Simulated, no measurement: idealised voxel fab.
Herein follows the process module entitled voxel self aligned vias.
Xsec cut, 285 nm wide, square cell size 5 nm.
For the purposes of this document, a cross-section shall be understood as a grid of square cells, specified as bands listed in top-to-bottom order, each band consisting of one or more rows of cells. Heights first: top, then bottom, in nm. Then materials, left to right, each with a width in nm. "everywhere" on a single material: fills the band edge to edge. "air": empty space. Heights from 0 (as-received wafer is one material below). Bottom band endless downward, as "0 -> down". Note: "30 to 40" means the width goes from the first number (top row of the band) to the second number (bottom row) in equal steps per row of cells. You'll sometimes find "left unchanged" written for a step, and that's the way of saying that nowhere in the cross-section did a cell change during that step. "Closed cavity list" means: voids of 8 cells or more that are shut off from the top with no open way through. Written width x height at distance, distance from the left edge, in nm. Past the settings on a step's line: simulator remark, on that step. If you see "overlay nm" on a step's line and that step has a mask, it's telling you how far right of where it was planned the mask ended up; a negative number means it went left instead.
**List of planned process steps**
1 RECEIVE [material Si]
2 CONFORMAL_DEP [material SiO2] [thk nm 15]
3 CONFORMAL_DEP [material SiCN] [thk nm 5]
4 DIRECTIONAL_DEP [material SiO2] [thk nm 25]
5 DIRECTIONAL_DEP [material aC] [thk nm 15]
6 PATTERN [tone open] [mask id LINES] [material resist] [width nm 25] [pitch nm 60] [thk nm 35] [overlay nm 0]
7 DIRECTIONAL_ETCH [etch materials aC] [depth nm 15]
8 STRIP [etch materials resist]
9 DIRECTIONAL_ETCH [etch materials SiO2] [depth nm 25]
10 STRIP [etch materials aC]
11 CONFORMAL_DEP [material TiN] [thk nm 5]
12 FILL_DEP [material W] [thk nm 5]
13 CMP [height nm 45]
14 SELECTIVE_ETCH [etch materials W Ru TiN] [depth nm 10]
15 FILL_DEP [material SiN] [thk nm 5]
16 CMP [height nm 45]
17 DIRECTIONAL_DEP [material SiO2] [thk nm 15]
18 MASKED_ETCH [tone open] [mask id VIAS] [width nm 35] [etch materials SiO2] [depth nm 15] [overlay nm -15]
19 MASKED_ETCH [tone open] [mask id VIAS] [width nm 35] [etch materials SiN] [depth nm 10] [overlay nm 0]
20 CONFORMAL_DEP [material TiN] [thk nm 5]
21 FILL_DEP [material Ru] [thk nm 5]
22 CMP [height nm 60]
23 CONFORMAL_DEP [material SiN] [thk nm 5]
The value of overlay nm given for step 18 in the plan refers to the first wafer; the wafers vary in this setting and are alike at the start.
**Here's the first of the wafers in cross-section, just as we got it, i.e. after step 1**
	0 -> down: Si everywhere
	Closed cavity list: none
**Module finished, last step 23 done: cross-section of the first of several wafers**
	65 -> 60: SiN everywhere
	60 -> 50: 80 nm SiO2  5 nm TiN  25 nm Ru  5 nm TiN  170 nm SiO2
	50 -> 45: 80 nm SiO2  25 nm TiN  5 nm Ru  5 nm TiN  170 nm SiO2
	45 -> 40: 100 nm SiO2  5 nm TiN  5 nm Ru  5 nm TiN  10 nm SiN  35 nm SiO2  25 nm SiN  100 nm SiO2
	40 -> 35: 100 nm SiO2  15 nm TiN  10 nm SiN  35 nm SiO2  25 nm SiN  100 nm SiO2
	35 -> 25: 100 nm SiO2  5 nm TiN  15 nm W  5 nm TiN  35 nm SiO2  5 nm TiN  15 nm W  5 nm TiN  100 nm SiO2
	25 -> 20: 100 nm SiO2  25 nm TiN  35 nm SiO2  25 nm TiN  100 nm SiO2
	20 -> 15: SiCN everywhere
	15 -> 0: SiO2 everywhere
	0 -> down: Si everywhere
	Closed cavity list: none
**Cross-section, last wafer, module completion**
	65 -> 60: SiN everywhere
	60 -> 50: 110 nm SiO2  5 nm TiN  25 nm Ru  5 nm TiN  140 nm SiO2
	50 -> 45: 110 nm SiO2  5 nm TiN  5 nm Ru  25 nm TiN  140 nm SiO2
	45 -> 40: 100 nm SiO2  10 nm SiN  5 nm TiN  5 nm Ru  5 nm TiN  35 nm SiO2  25 nm SiN  100 nm SiO2
	40 -> 35: 100 nm SiO2  10 nm SiN  15 nm TiN  35 nm SiO2  25 nm SiN  100 nm SiO2
	35 -> 25: 100 nm SiO2  5 nm TiN  15 nm W  5 nm TiN  35 nm SiO2  5 nm TiN  15 nm W  5 nm TiN  100 nm SiO2
	25 -> 20: 100 nm SiO2  25 nm TiN  35 nm SiO2  25 nm TiN  100 nm SiO2
	20 -> 15: SiCN everywhere
	15 -> 0: SiO2 everywhere
	0 -> down: Si everywhere
	Closed cavity list: none
**Each row below is a wafer at the end of the module, listing for every material the number of cells it has gained (+) or lost (-) since it was received, followed by its closed voids**
overlay nm -15 | +12 Ru | +57 SiCN | +71 SiN | +556 SiO2 | +33 TiN | +12 W | Closed cavity list: none
overlay nm -10 | +14 Ru | +57 SiCN | +69 SiN | +556 SiO2 | +33 TiN | +12 W | Closed cavity list: none
overlay nm -5 | +16 Ru | +57 SiCN | +67 SiN | +556 SiO2 | +33 TiN | +12 W | Closed cavity list: none
overlay nm 0 | +16 Ru | +57 SiCN | +67 SiN | +556 SiO2 | +33 TiN | +12 W | Closed cavity list: none
overlay nm 5 | +16 Ru | +57 SiCN | +67 SiN | +556 SiO2 | +33 TiN | +12 W | Closed cavity list: none
overlay nm 10 | +14 Ru | +57 SiCN | +69 SiN | +556 SiO2 | +33 TiN | +12 W | Closed cavity list: none
overlay nm 15 | +12 Ru | +57 SiCN | +71 SiN | +556 SiO2 | +33 TiN | +12 W | Closed cavity list: none
